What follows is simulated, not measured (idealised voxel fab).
A process module follows: voxel double patterning.
This is section cut - it's 295 nm across, gridded in 5 nm square cells.
If you're reading a cross-section in this doc, picture square cells in a grid; it comes to you as bands, top ones listed first down to the bottom, and a band can be one or more rows of cells.
The entry gives the band's vertical extent as a top height and a bottom height in nm, then its horizontal make-up as materials from left to right, each with a width in nm. "empty" stands for empty space; a single material marked "throughout" fills the band edge to edge.
Convention: height 0 is the level below which the wafer, as received, is all one material. The lowest band does not terminate at the bottom but continues downward, represented as "z 0 and below".
When a width is written as two numbers, as in "30..40", the first number is the width in the top row of cells of the band and the second is the width in its bottom row, and the width changes by the same amount from each row to the next.
No cell of the cross-section changed in a step that is given as "same as before".
This entry, "Entrapped voids", enumerates those empty regions of no fewer than 8 cells that possess no open connection to the top. Each region is reported in the form width x height at distance, the distance being taken from the left edge, with all three quantities expressed in nm.
What comes after the settings on a step's line is commentary from the simulator itself on that step.
A step's line can hold "overlay nm"; with a mask on that step, the setting says how far right of the planned place the mask lay, while a negative setting says it lay to the left.

[Process steps - plan]
| 1 | RECEIVE: material Si |
| 2 | CONFORMAL_DEP: material SiO2, thk nm 5 |
| 3 | DIRECTIONAL_DEP: material W, thk nm 20 |
| 4 | DIRECTIONAL_DEP: material SiN, thk nm 10 |
| 5 | MASKED_ETCH: tone open, mask id FIRST, width nm 15, pitch nm 50, etch materials SiN, depth nm 10, overlay nm 0 |
| 6 | DIRECTIONAL_DEP: material aC, thk nm 10 |
| 7 | PATTERN: tone open, mask id SECOND, material resist, width nm 15, pitch nm 50, thk nm 30, overlay nm 0 |
| 8 | DIRECTIONAL_ETCH: etch materials aC, depth nm 10 |
| 9 | STRIP: etch materials resist |
| 10 | DIRECTIONAL_ETCH: etch materials SiN, depth nm 10 |
| 11 | STRIP: etch materials aC |
| 12 | DIRECTIONAL_ETCH: etch materials W, depth nm 20 |
| 13 | STRIP: etch materials SiN |

[The first of the two wafers, which ran as planned]

[Cross-section: wafer on arrival = after step 1]
  z 0 and below = Si throughout
  Entrapped voids: none

[after step 2]
  z 5 to 0 = SiO2 throughout
  Below 0, no change.

[after step 3]
  z 25 to 5 = W throughout
  Below 5, no change.

[after step 4]
  z 35 to 25 = SiN throughout
  Below 25, no change.

[after step 5]
  z 35 to 25 = SiN 90, then empty 15, then SiN 35, then empty 15, then SiN 35, then empty 15, then SiN 90
  Below 25, no change.

[after step 6]
  z 45 to 35 = aC 90, then empty 15, then aC 35, then empty 15, then aC 35, then empty 15, then aC 90
  z 35 to 25 = SiN 90, then aC 15, then SiN 35, then aC 15, then SiN 35, then aC 15, then SiN 90
  Below 25, no change.

[after step 7]
  z 75 to 45 = resist 115, then empty 15, then resist 35, then empty 15, then resist 115
  z 45 to 35 = aC 90, then resist 15, then aC 35, then resist 15, then aC 35, then resist 15, then aC 90
  Below 35, no change.

[after step 8]
  z 65 to 45 = resist 115, then empty 15, then resist 35, then empty 15, then resist 115
  z 45 to 35 = aC 90, then resist 15, then aC 10, then empty 15, then aC 10, then resist 15, then aC 10, then empty 15, then aC 10, then resist 15, then aC 90
  Below 35, no change.

[after step 9]
  z 45 to 35 = aC 90, then empty 15, then aC 10, then empty 15, then aC 10, then empty 15, then aC 10, then empty 15, then aC 10, then empty 15, then aC 90
  Below 35, no change.

[after step 10]
  z 45 to 35 = aC 90, then empty 15, then aC 10, then empty 15, then aC 10, then empty 15, then aC 10, then empty 15, then aC 10, then empty 15, then aC 90
  z 35 to 25 = SiN 90, then aC 15, then SiN 10, then empty 15, then SiN 10, then aC 15, then SiN 10, then empty 15, then SiN 10, then aC 15, then SiN 90
  Below 25, no change.

[after step 11]
  z 35 to 25 = SiN 90, then empty 15, then SiN 10, then empty 15, then SiN 10, then empty 15, then SiN 10, then empty 15, then SiN 10, then empty 15, then SiN 90
  Below 25, no change.

[after step 12]
  z 35 to 25 = SiN 90, then empty 15, then SiN 10, then empty 15, then SiN 10, then empty 15, then SiN 10, then empty 15, then SiN 10, then empty 15, then SiN 90
  z 25 to 5 = W 90, then empty 15, then W 10, then empty 15, then W 10, then empty 15, then W 10, then empty 15, then W 10, then empty 15, then W 90
  Below 5, no change.

[after step 13]
  z 25 to 5 = W 90, then empty 15, then W 10, then empty 15, then W 10, then empty 15, then W 10, then empty 15, then W 10, then empty 15, then W 90
  Below 5, no change.

[The second wafer began exactly as the first did and followed the same plan, but one mistake was made while running it; through step 6 inclusive, the two wafers are identical]

[Second wafer shown in cross-section at the time step 7 was slated to end]
  z 75 to 45 = resist 105, then empty 15, then resist 35, then empty 15, then resist 125
  z 45 to 35 = aC 90, then resist 15, then aC 35, then resist 15, then aC 35, then resist 15, then aC 90
  Below 35, no change.

[Second wafer shown in cross-section at the time step 8 was slated to end]
  z 65 to 45 = resist 105, then empty 15, then resist 35, then empty 15, then resist 125
  z 45 to 35 = aC 90, then resist 15, then empty 15, then aC 20, then resist 15, then empty 15, then aC 20, then resist 15, then aC 90
  Below 35, no change.

[Second wafer shown in cross-section at the time step 9 was slated to end]
  z 45 to 35 = aC 90, then empty 30, then aC 20, then empty 30, then aC 20, then empty 15, then aC 90
  Below 35, no change.

[Second wafer shown in cross-section at the time step 10 was slated to end]
  z 45 to 35 = aC 90, then empty 30, then aC 20, then empty 30, then aC 20, then empty 15, then aC 90
  z 35 to 25 = SiN 90, then aC 15, then empty 15, then SiN 20, then aC 15, then empty 15, then SiN 20, then aC 15, then SiN 90
  Below 25, no change.

[Second wafer shown in cross-section at the time step 11 was slated to end]
  z 35 to 25 = SiN 90, then empty 30, then SiN 20, then empty 30, then SiN 20, then empty 15, then SiN 90
  Below 25, no change.

[Second wafer shown in cross-section at the time step 12 was slated to end]
  z 35 to 25 = SiN 90, then empty 30, then SiN 20, then empty 30, then SiN 20, then empty 15, then SiN 90
  z 25 to 5 = W 90, then empty 30, then W 20, then empty 30, then W 20, then empty 15, then W 90
  Below 5, no change.

[Second wafer shown in cross-section at the time step 13 was slated to end]
  z 25 to 5 = W 90, then empty 30, then W 20, then empty 30, then W 20, then empty 15, then W 90
  Below 5, no change.
Deviation from plan: step 7 was run on a setting that differed from the plan, and what really ran there is PATTERN: tone open, mask id SECOND, material resist, width nm 15, pitch nm 50, thk nm 30, overlay nm -10
The concluding comparison shows that, measured in cells, each material is equally abundant on both wafers, albeit at different positions.
